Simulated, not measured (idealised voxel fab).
Title: Process Module voxel capacitor over wiring
In the cross-section labelled cut, the width is 180 nm and each square cell is 5 nm.
Cross-section format: a grid of square cells, given as bands from top to bottom; each band is one or more rows of cells.
In this notation a band is specified by the heights of its top and bottom, in that order and in nm, after which its materials appear from left to right, each paired with its width in nm. The word "throughout" attached to a single material means that material fills the band from edge to edge; the word "blank" stands for empty space.
Heights are measured from 0, the level below which the as-received wafer is all one material; the lowest band has no bottom and continues downward, written as in "top 0, no bottom".
Top row gets the first number, bottom row gets the second, and each row in between changes by the same step: that is how a band width like "30->40" works.
"nothing different", as given for a step, is the statement that not any cell of the cross-section underwent a change during that step.
What "Closed cavities" gives you is every empty space of 8 cells or more that is cut off from the top. Each appears as width x height at distance, with the distance taken from the left edge and width, height and distance all in nm.
Whatever follows a step's settings on its line is a remark the simulator itself makes about that step.
overlay nm: on a step with a mask, how far right of its planned place the mask lay; negative means left.

# Steps planned for the process
step 1: RECEIVE: material Si
step 2: CONFORMAL_DEP: material SiO2, thk nm 10
step 3: DIRECTIONAL_DEP: material TiN, thk nm 5
step 4: DIRECTIONAL_DEP: material Ru, thk nm 15
step 5: PATTERN: tone cover, mask id METAL_1, material resist, width nm 25, pitch nm 85, thk nm 20, overlay nm 0
step 6: DIRECTIONAL_ETCH: etch materials Ru, depth nm 15
step 7: DIRECTIONAL_ETCH: etch materials TiN, depth nm 5
step 8: STRIP: etch materials resist
step 9: CONFORMAL_DEP: material SiCN, thk nm 5
step 10: FILL_DEP: material SiO2, thk nm 10
step 11: CMP: height nm 30
step 12: CONFORMAL_DEP: material SiCN, thk nm 5
step 13: DIRECTIONAL_DEP: material SiO2, thk nm 15
step 14: DIRECTIONAL_DEP: material aC, thk nm 10
step 15: PATTERN: tone open, mask id PLUG_1, material resist, width nm 15, thk nm 25, overlay nm 0
step 16: DIRECTIONAL_ETCH: etch materials aC, depth nm 10
step 17: STRIP: etch materials resist
step 18: DIRECTIONAL_ETCH: etch materials SiO2, depth nm 15
step 19: DIRECTIONAL_ETCH: etch materials SiCN, depth nm 5
step 20: STRIP: etch materials aC
step 21: EPI: material Ru, thk nm 10
step 22: EPI: material Ru, thk nm 10
step 23: DIRECTIONAL_DEP: material TiN, thk nm 10
step 24: DIRECTIONAL_DEP: material SiN, thk nm 5
step 25: DIRECTIONAL_DEP: material TiN, thk nm 5
step 26: DIRECTIONAL_DEP: material aC, thk nm 15
step 27: PATTERN: tone cover, mask id UPPER_PLATE, material resist, width nm 65, thk nm 35, overlay nm 0
step 28: DIRECTIONAL_ETCH: etch materials aC, depth nm 15
step 29: STRIP: etch materials resist
step 30: DIRECTIONAL_ETCH: etch materials TiN, depth nm 5
step 31: DIRECTIONAL_ETCH: etch materials SiN, depth nm 5
step 32: STRIP: etch materials aC
step 33: PATTERN: tone cover, mask id LOWER_PLATE, material resist, width nm 75, thk nm 15, overlay nm 0
step 34: DIRECTIONAL_ETCH: etch materials TiN, depth nm 10
step 35: STRIP: etch materials resist
step 36: FILL_DEP: material SiO2, thk nm 15
step 37: CMP: height nm 80
step 38: MASKED_ETCH: tone open, mask id PLUG_2, width nm 15, etch materials SiO2, depth nm 10, overlay nm 0
step 39: CONFORMAL_DEP: material TiN, thk nm 5
step 40: FILL_DEP: material Cu, thk nm 10
step 41: CMP: height nm 80
step 42: CONFORMAL_DEP: material SiN, thk nm 5

# Received-state cross-section, reflecting completion of step 1
- top 0, no bottom = Si throughout
- Closed cavities: none

# Figure: cross-sectional view of the wafer upon completion of the module, processed from the initial state and according to the plan depicted above, with one error introduced during execution
- top 85, bottom 80 = SiN throughout
- top 80, bottom 75 = SiO2=55, TiN=5, Cu=5, TiN=5, SiO2=110
- top 75, bottom 65 = SiO2=55->60, TiN=15->50, SiO2=110->70
- top 65, bottom 60 = SiO2=60, SiN=50, SiO2=70
- top 60, bottom 50 = SiO2=40, TiN=5, SiO2=15, TiN=55, SiO2=65
- top 50, bottom 45 = SiO2=45, TiN=15, SiO2=120
- top 45, bottom 40 = SiO2=45, SiN=15, SiO2=120
- top 40, bottom 35 = SiO2=45, TiN=15, SiO2=120
- top 35, bottom 30 = SiCN=45, TiN=15, SiCN=120
- top 30, bottom 25 = SiO2 throughout
- top 25, bottom 20 = SiO2=30, SiCN=35, SiO2=50, SiCN=35, SiO2=30
- top 20, bottom 5 = SiO2=30, SiCN=5, Ru=25, SiCN=5, SiO2=50, SiCN=5, Ru=25, SiCN=5, SiO2=30
- top 5, bottom 0 = SiCN=35, TiN=25, SiCN=60, TiN=25, SiCN=35
- top 0, no bottom = Si throughout
- Closed cavities: none
So what did we get wrong on this run? step 2 of the plan did not run at all; it was left out
